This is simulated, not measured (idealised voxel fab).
The process module presented herein is designated voxel capacitor over wiring.
Cross-section cut: width 235 nm, square cells of 5 nm.
Think of the cross-section as a grid of square cells. We describe it in bands, top to bottom, and each band covers one or more rows of those cells. Top, bottom (nm), then materials left to right with widths (nm); lone material tagged "edge to edge" fills the whole band edge to edge; "empty" = empty space. Beneath 0, the wafer as received is one material, and that level is where height counting begins. The lowest band goes on downward without a bottom; it is written like "z 0 and below". A width such as "30..40" changes by the same amount from each row of cells to the next, from the band's top row to its bottom row. Any step labelled "nothing altered" changed none of the cells in the cross-section. Voids not open to the top, 8 cells minimum: see "Enclosed internal cavities". Written width x height at distance; distance is from the left edge; nm. Step line, after settings: the simulator's comment on this step. Among the settings permitted on a step's line is "overlay nm"; applied to a step with a mask, it specifies the extent to which the mask lay to the right of its planned position, whereas a negative figure signifies a position to the left.
Planned step list for the process
1: RECEIVE,material Si
2: CONFORMAL_DEP,material SiO2,thk nm 15
3: CONFORMAL_DEP,material SiN,thk nm 5
4: DIRECTIONAL_DEP,material SiO2,thk nm 15
5: DIRECTIONAL_DEP,material aC,thk nm 10
6: PATTERN,tone open,mask id METAL_1,material resist,width nm 25,pitch nm 90,thk nm 30,overlay nm 0
7: DIRECTIONAL_ETCH,etch materials aC,depth nm 10
8: STRIP,etch materials resist
9: DIRECTIONAL_ETCH,etch materials SiO2,depth nm 15
10: DIRECTIONAL_ETCH,etch materials SiN,depth nm 5
11: STRIP,etch materials aC
12: CONFORMAL_DEP,material TiN,thk nm 5
13: FILL_DEP,material Cu,thk nm 5
14: CMP,height nm 35
15: EPI,material Ru,thk nm 5
16: FILL_DEP,material SiCN,thk nm 5
17: DIRECTIONAL_DEP,material lowk,thk nm 15
18: DIRECTIONAL_DEP,material aC,thk nm 10
19: PATTERN,tone open,mask id PLUG_1,material resist,width nm 15,thk nm 30,overlay nm 0
20: DIRECTIONAL_ETCH,etch materials aC,depth nm 10
21: STRIP,etch materials resist
22: DIRECTIONAL_ETCH,etch materials lowk,depth nm 15
23: DIRECTIONAL_ETCH,etch materials SiCN,depth nm 5
24: STRIP,etch materials aC
25: EPI,material Ru,thk nm 10
26: EPI,material Ru,thk nm 10
27: DIRECTIONAL_DEP,material TiN,thk nm 5
28: DIRECTIONAL_DEP,material Al2O3,thk nm 5
29: DIRECTIONAL_DEP,material TiN,thk nm 10
30: MASKED_ETCH,tone cover,mask id UPPER_PLATE,width nm 70,etch materials TiN,depth nm 10,overlay nm 0
31: MASKED_ETCH,tone cover,mask id UPPER_PLATE,width nm 70,etch materials Al2O3,depth nm 5,overlay nm 0
32: DIRECTIONAL_DEP,material aC,thk nm 15
33: PATTERN,tone cover,mask id LOWER_PLATE,material resist,width nm 80,thk nm 35,overlay nm 0
34: DIRECTIONAL_ETCH,etch materials aC,depth nm 15
35: STRIP,etch materials resist
36: DIRECTIONAL_ETCH,etch materials TiN,depth nm 5
37: STRIP,etch materials aC
38: FILL_DEP,material SiO2,thk nm 15
39: CMP,height nm 90
40: DIRECTIONAL_DEP,material aC,thk nm 15
41: PATTERN,tone open,mask id PLUG_2,material resist,width nm 15,thk nm 35,overlay nm 0
42: DIRECTIONAL_ETCH,etch materials aC,depth nm 15
43: STRIP,etch materials resist
44: DIRECTIONAL_ETCH,etch materials SiO2,depth nm 10
45: STRIP,etch materials aC
46: CONFORMAL_DEP,material TiN,thk nm 5
47: FILL_DEP,material Ru,thk nm 5
48: CMP,height nm 90
49: CONFORMAL_DEP,material SiCN,thk nm 5
First of the two wafers, run per plan
The cross-section here shows the wafer as received, i.e. in its state after step 1
    z 0 and below: Si edge to edge
    Enclosed internal cavities: none
The wafer, seen in cross-section, after step 2
    z 15 to 0: SiO2 edge to edge
    Anything lower than 0 is untouched.
The wafer, seen in cross-section, after step 3
    z 20 to 15: SiN edge to edge
    Anything lower than 15 is untouched.
The wafer, seen in cross-section, after step 4
    z 35 to 20: SiO2 edge to edge
    Anything lower than 20 is untouched.
The wafer, seen in cross-section, after step 5
    z 45 to 35: aC edge to edge
    Anything lower than 35 is untouched.
The wafer, seen in cross-section, after step 6
    z 75 to 45: resist=60 | empty=25 | resist=65 | empty=25 | resist=60
    Anything lower than 45 is untouched.
The wafer, seen in cross-section, after step 7
    z 65 to 45: resist=60 | empty=25 | resist=65 | empty=25 | resist=60
    z 45 to 35: aC=60 | empty=25 | aC=65 | empty=25 | aC=60
    Anything lower than 35 is untouched.
The wafer, seen in cross-section, after step 8
    z 45 to 35: aC=60 | empty=25 | aC=65 | empty=25 | aC=60
    Anything lower than 35 is untouched.
The wafer, seen in cross-section, after step 9
    z 45 to 35: aC=60 | empty=25 | aC=65 | empty=25 | aC=60
    z 35 to 20: SiO2=60 | empty=25 | SiO2=65 | empty=25 | SiO2=60
    Anything lower than 20 is untouched.
The wafer, seen in cross-section, after step 10
    z 45 to 35: aC=60 | empty=25 | aC=65 | empty=25 | aC=60
    z 35 to 20: SiO2=60 | empty=25 | SiO2=65 | empty=25 | SiO2=60
    z 20 to 15: SiN=60 | empty=25 | SiN=65 | empty=25 | SiN=60
    Anything lower than 15 is untouched.
The wafer, seen in cross-section, after step 11
    z 35 to 20: SiO2=60 | empty=25 | SiO2=65 | empty=25 | SiO2=60
    Anything lower than 20 is untouched.
The wafer, seen in cross-section, after step 12
    z 40 to 35: TiN=65 | empty=15 | TiN=75 | empty=15 | TiN=65
    z 35 to 20: SiO2=60 | TiN=5 | empty=15 | TiN=5 | SiO2=65 | TiN=5 | empty=15 | TiN=5 | SiO2=60
    z 20 to 15: SiN=60 | TiN=25 | SiN=65 | TiN=25 | SiN=60
    Anything lower than 15 is untouched.
The wafer, seen in cross-section, after step 13
    z 45 to 40: Cu edge to edge
    z 40 to 35: TiN=65 | Cu=15 | TiN=75 | Cu=15 | TiN=65
    z 35 to 20: SiO2=60 | TiN=5 | Cu=15 | TiN=5 | SiO2=65 | TiN=5 | Cu=15 | TiN=5 | SiO2=60
    Anything lower than 20 is untouched.
The wafer, seen in cross-section, after step 14
    z 35 to 20: SiO2=60 | TiN=5 | Cu=15 | TiN=5 | SiO2=65 | TiN=5 | Cu=15 | TiN=5 | SiO2=60
    Anything lower than 20 is untouched.
The wafer, seen in cross-section, after step 15
    z 40 to 35: empty=55 | Ru=35 | empty=55 | Ru=35 | empty=55
    Anything lower than 35 is untouched.
The wafer, seen in cross-section, after step 16
    z 45 to 40: SiCN edge to edge
    z 40 to 35: SiCN=55 | Ru=35 | SiCN=55 | Ru=35 | SiCN=55
    Anything lower than 35 is untouched.
The wafer, seen in cross-section, after step 17
    z 60 to 45: lowk edge to edge
    Anything lower than 45 is untouched.
The wafer, seen in cross-section, after step 18
    z 70 to 60: aC edge to edge
    Anything lower than 60 is untouched.
The wafer, seen in cross-section, after step 19
    z 100 to 70: resist=70 | empty=15 | resist=150
    Anything lower than 70 is untouched.
The wafer, seen in cross-section, after step 20
    z 90 to 70: resist=70 | empty=15 | resist=150
    z 70 to 60: aC=70 | empty=15 | aC=150
    Anything lower than 60 is untouched.
The wafer, seen in cross-section, after step 21
    z 70 to 60: aC=70 | empty=15 | aC=150
    Anything lower than 60 is untouched.
The wafer, seen in cross-section, after step 22
    z 70 to 60: aC=70 | empty=15 | aC=150
    z 60 to 45: lowk=70 | empty=15 | lowk=150
    Anything lower than 45 is untouched.
The wafer, seen in cross-section, after step 23
    z 70 to 60: aC=70 | empty=15 | aC=150
    z 60 to 45: lowk=70 | empty=15 | lowk=150
    z 45 to 40: SiCN=70 | empty=15 | SiCN=150
    Anything lower than 40 is untouched.
The wafer, seen in cross-section, after step 24
    z 60 to 45: lowk=70 | empty=15 | lowk=150
    Anything lower than 45 is untouched.
The wafer, seen in cross-section, after step 25
    z 60 to 50: lowk=70 | empty=15 | lowk=150
    z 50 to 45: lowk=70 | Ru=15 | lowk=150
    z 45 to 40: SiCN=70 | Ru=15 | SiCN=150
    Anything lower than 40 is untouched.
The wafer, seen in cross-section, after step 26
    z 60 to 45: lowk=70 | Ru=15 | lowk=150
    Anything lower than 45 is untouched.
The wafer, seen in cross-section, after step 27
    z 65 to 60: TiN edge to edge
    Anything lower than 60 is untouched.
The wafer, seen in cross-section, after step 28
    z 70 to 65: Al2O3 edge to edge
    Anything lower than 65 is untouched.
The wafer, seen in cross-section, after step 29
    z 80 to 70: TiN edge to edge
    Anything lower than 70 is untouched.
The wafer, seen in cross-section, after step 30
    z 80 to 70: empty=70 | TiN=70 | empty=95
    Anything lower than 70 is untouched.
The wafer, seen in cross-section, after step 31
    z 80 to 70: empty=70 | TiN=70 | empty=95
    z 70 to 65: empty=70 | Al2O3=70 | empty=95
    Anything lower than 65 is untouched.
The wafer, seen in cross-section, after step 32
    z 95 to 80: empty=70 | aC=70 | empty=95
    z 80 to 70: aC=70 | TiN=70 | aC=95
    z 70 to 65: aC=70 | Al2O3=70 | aC=95
    Anything lower than 65 is untouched.
The wafer, seen in cross-section, after step 33
    z 130 to 95: empty=65 | resist=80 | empty=90
    z 95 to 80: empty=65 | resist=5 | aC=70 | resist=5 | empty=90
    Anything lower than 80 is untouched.
The wafer, seen in cross-section, after step 34
    z 115 to 95: empty=65 | resist=80 | empty=90
    z 95 to 80: empty=65 | resist=5 | aC=70 | resist=5 | empty=90
    z 80 to 70: empty=65 | aC=5 | TiN=70 | aC=5 | empty=90
    z 70 to 65: empty=65 | aC=5 | Al2O3=70 | aC=5 | empty=90
    Anything lower than 65 is untouched.
The wafer, seen in cross-section, after step 35
    z 95 to 80: empty=70 | aC=70 | empty=95
    Anything lower than 80 is untouched.
The wafer, seen in cross-section, after step 36
    z 95 to 80: empty=70 | aC=70 | empty=95
    z 80 to 70: empty=65 | aC=5 | TiN=70 | aC=5 | empty=90
    z 70 to 65: empty=65 | aC=5 | Al2O3=70 | aC=5 | empty=90
    z 65 to 60: empty=65 | TiN=80 | empty=90
    Anything lower than 60 is untouched.
The wafer, seen in cross-section, after step 37
    z 80 to 70: empty=70 | TiN=70 | empty=95
    z 70 to 65: empty=70 | Al2O3=70 | empty=95
    Anything lower than 65 is untouched.
The wafer, seen in cross-section, after step 38
    z 95 to 80: SiO2 edge to edge
    z 80 to 70: SiO2=70 | TiN=70 | SiO2=95
    z 70 to 65: SiO2=70 | Al2O3=70 | SiO2=95
    z 65 to 60: SiO2=65 | TiN=80 | SiO2=90
    Anything lower than 60 is untouched.
The wafer, seen in cross-section, after step 39
    z 90 to 80: SiO2 edge to edge
    Anything lower than 80 is untouched.
The wafer, seen in cross-section, after step 40
    z 105 to 90: aC edge to edge
    Anything lower than 90 is untouched.
The wafer, seen in cross-section, after step 41
    z 140 to 105: resist=80 | empty=15 | resist=140
    Anything lower than 105 is untouched.
The wafer, seen in cross-section, after step 42
    z 125 to 105: resist=80 | empty=15 | resist=140
    z 105 to 90: aC=80 | empty=15 | aC=140
    Anything lower than 90 is untouched.
The wafer, seen in cross-section, after step 43
    z 105 to 90: aC=80 | empty=15 | aC=140
    Anything lower than 90 is untouched.
The wafer, seen in cross-section, after step 44
    z 105 to 90: aC=80 | empty=15 | aC=140
    z 90 to 80: SiO2=80 | empty=15 | SiO2=140
    Anything lower than 80 is untouched.
The wafer, seen in cross-section, after step 45
    z 90 to 80: SiO2=80 | empty=15 | SiO2=140
    Anything lower than 80 is untouched.
The wafer, seen in cross-section, after step 46
    z 95 to 90: TiN=85 | empty=5 | TiN=145
    z 90 to 85: SiO2=80 | TiN=5 | empty=5 | TiN=5 | SiO2=140
    z 85 to 80: SiO2=80 | TiN=15 | SiO2=140
    Anything lower than 80 is untouched.
The wafer, seen in cross-section, after step 47
    z 100 to 95: Ru edge to edge
    z 95 to 90: TiN=85 | Ru=5 | TiN=145
    z 90 to 85: SiO2=80 | TiN=5 | Ru=5 | TiN=5 | SiO2=140
    Anything lower than 85 is untouched.
The wafer, seen in cross-section, after step 48
    z 90 to 85: SiO2=80 | TiN=5 | Ru=5 | TiN=5 | SiO2=140
    Anything lower than 85 is untouched.
The wafer, seen in cross-section, after step 49
    z 95 to 90: SiCN edge to edge
    Anything lower than 90 is untouched.
Second wafer: same start and same plan as the first, one execution error; identical to the first through step 24
Second wafer shown in cross-section at the time step 26 was slated to end
    z 70 to 60: empty=60 | Ru=35 | empty=140
    z 60 to 45: lowk=70 | Ru=15 | lowk=150
    z 45 to 40: SiCN=70 | Ru=15 | SiCN=150
    Anything lower than 40 is untouched.
Second wafer shown in cross-section at the time step 27 was slated to end
    z 75 to 70: empty=60 | TiN=35 | empty=140
    z 70 to 65: empty=60 | Ru=35 | empty=140
    z 65 to 60: TiN=60 | Ru=35 | TiN=140
    Anything lower than 60 is untouched.
Second wafer shown in cross-section at the time step 28 was slated to end
    z 80 to 75: empty=60 | Al2O3=35 | empty=140
    z 75 to 70: empty=60 | TiN=35 | empty=140
    z 70 to 65: Al2O3=60 | Ru=35 | Al2O3=140
    Anything lower than 65 is untouched.
Second wafer shown in cross-section at the time step 29 was slated to end
    z 90 to 80: empty=60 | TiN=35 | empty=140
    z 80 to 75: TiN=60 | Al2O3=35 | TiN=140
    z 75 to 70: TiN edge to edge
    Anything lower than 70 is untouched.
Second wafer shown in cross-section at the time step 30 was slated to end
    z 90 to 80: empty=70 | TiN=25 | empty=140
    z 80 to 75: empty=60 | Al2O3=35 | TiN=45 | empty=95
    z 75 to 70: empty=60 | TiN=80 | empty=95
    Anything lower than 70 is untouched.
Second wafer shown in cross-section at the time step 31 was slated to end
    z 90 to 80: empty=70 | TiN=25 | empty=140
    z 80 to 75: empty=70 | Al2O3=25 | TiN=45 | empty=95
    z 75 to 70: empty=60 | TiN=80 | empty=95
    z 70 to 65: empty=60 | Ru=35 | Al2O3=45 | empty=95
    Anything lower than 65 is untouched.
Second wafer shown in cross-section at the time step 32 was slated to end
    z 105 to 95: empty=70 | aC=25 | empty=140
    z 95 to 90: empty=70 | aC=70 | empty=95
    z 90 to 80: empty=60 | aC=10 | TiN=25 | aC=45 | empty=95
    z 80 to 75: aC=70 | Al2O3=25 | TiN=45 | aC=95
    z 75 to 70: aC=60 | TiN=80 | aC=95
    z 70 to 65: aC=60 | Ru=35 | Al2O3=45 | aC=95
    Anything lower than 65 is untouched.
Second wafer shown in cross-section at the time step 33 was slated to end
    z 140 to 105: empty=65 | resist=80 | empty=90
    z 105 to 95: empty=65 | resist=5 | aC=25 | resist=50 | empty=90
    z 95 to 90: empty=65 | resist=5 | aC=70 | resist=5 | empty=90
    z 90 to 80: empty=60 | aC=10 | TiN=25 | aC=45 | resist=5 | empty=90
    Anything lower than 80 is untouched.
Second wafer shown in cross-section at the time step 34 was slated to end
    z 125 to 105: empty=65 | resist=80 | empty=90
    z 105 to 95: empty=65 | resist=5 | aC=25 | resist=50 | empty=90
    z 95 to 90: empty=65 | resist=5 | aC=70 | resist=5 | empty=90
    z 90 to 80: empty=65 | aC=5 | TiN=25 | aC=45 | resist=5 | empty=90
    z 80 to 75: empty=65 | aC=5 | Al2O3=25 | TiN=45 | aC=5 | empty=90
    z 75 to 70: empty=60 | TiN=80 | aC=5 | empty=90
    z 70 to 65: empty=60 | Ru=35 | Al2O3=45 | aC=5 | empty=90
    Anything lower than 65 is untouched.
Second wafer shown in cross-section at the time step 35 was slated to end
    z 105 to 95: empty=70 | aC=25 | empty=140
    z 95 to 90: empty=70 | aC=70 | empty=95
    z 90 to 80: empty=65 | aC=5 | TiN=25 | aC=45 | empty=95
    Anything lower than 80 is untouched.
Second wafer shown in cross-section at the time step 36 was slated to end
    z 105 to 95: empty=70 | aC=25 | empty=140
    z 95 to 90: empty=70 | aC=70 | empty=95
    z 90 to 80: empty=65 | aC=5 | TiN=25 | aC=45 | empty=95
    z 80 to 75: empty=65 | aC=5 | Al2O3=25 | TiN=45 | aC=5 | empty=90
    z 75 to 70: empty=65 | TiN=75 | aC=5 | empty=90
    z 70 to 65: empty=60 | Ru=35 | Al2O3=45 | aC=5 | empty=90
    z 65 to 60: empty=60 | Ru=35 | TiN=50 | empty=90
    Anything lower than 60 is untouched.
Second wafer shown in cross-section at the time step 37 was slated to end
    z 90 to 80: empty=70 | TiN=25 | empty=140
    z 80 to 75: empty=70 | Al2O3=25 | TiN=45 | empty=95
    z 75 to 70: empty=65 | TiN=75 | empty=95
    z 70 to 65: empty=60 | Ru=35 | Al2O3=45 | empty=95
    Anything lower than 65 is untouched.
Second wafer shown in cross-section at the time step 38 was slated to end
    z 105 to 90: SiO2 edge to edge
    z 90 to 80: SiO2=70 | TiN=25 | SiO2=140
    z 80 to 75: SiO2=70 | Al2O3=25 | TiN=45 | SiO2=95
    z 75 to 70: SiO2=65 | TiN=75 | SiO2=95
    z 70 to 65: SiO2=60 | Ru=35 | Al2O3=45 | SiO2=95
    z 65 to 60: SiO2=60 | Ru=35 | TiN=50 | SiO2=90
    Anything lower than 60 is untouched.
Second wafer shown in cross-section at the time step 39 was slated to end
    z 90 to 80: SiO2=70 | TiN=25 | SiO2=140
    Anything lower than 80 is untouched.
Second wafer shown in cross-section at the time step 40 was slated to end
    z 105 to 90: aC edge to edge
    Anything lower than 90 is untouched.
Second wafer shown in cross-section at the time step 41 was slated to end
    z 140 to 105: resist=80 | empty=15 | resist=140
    Anything lower than 105 is untouched.
Second wafer shown in cross-section at the time step 42 was slated to end
    z 125 to 105: resist=80 | empty=15 | resist=140
    z 105 to 90: aC=80 | empty=15 | aC=140
    Anything lower than 90 is untouched.
Second wafer shown in cross-section at the time step 43 was slated to end
    z 105 to 90: aC=80 | empty=15 | aC=140
    Anything lower than 90 is untouched.
Second wafer shown in cross-section at the time step 44 was slated to end: nothing altered
Second wafer shown in cross-section at the time step 45 was slated to end
    z 90 to 80: SiO2=70 | TiN=25 | SiO2=140
    Anything lower than 80 is untouched.
Second wafer shown in cross-section at the time step 46 was slated to end
    z 95 to 90: TiN edge to edge
    Anything lower than 90 is untouched.
Second wafer shown in cross-section at the time step 47 was slated to end
    z 100 to 95: Ru edge to edge
    Anything lower than 95 is untouched.
Second wafer shown in cross-section at the time step 48 was slated to end
    z 90 to 80: SiO2=70 | TiN=25 | SiO2=140
    Anything lower than 80 is untouched.
Second wafer shown in cross-section at the time step 49 was slated to end
    z 95 to 90: SiCN edge to edge
    Anything lower than 90 is untouched.
So what did we get wrong on this run? one of the identical process steps 25 and 26 has been performed twice, and it is not possible to determine which
Materials where the second wafer ends with more or fewer cells than the first: Ru: 13 more | SiO2: 8 fewer | TiN: 5 fewer
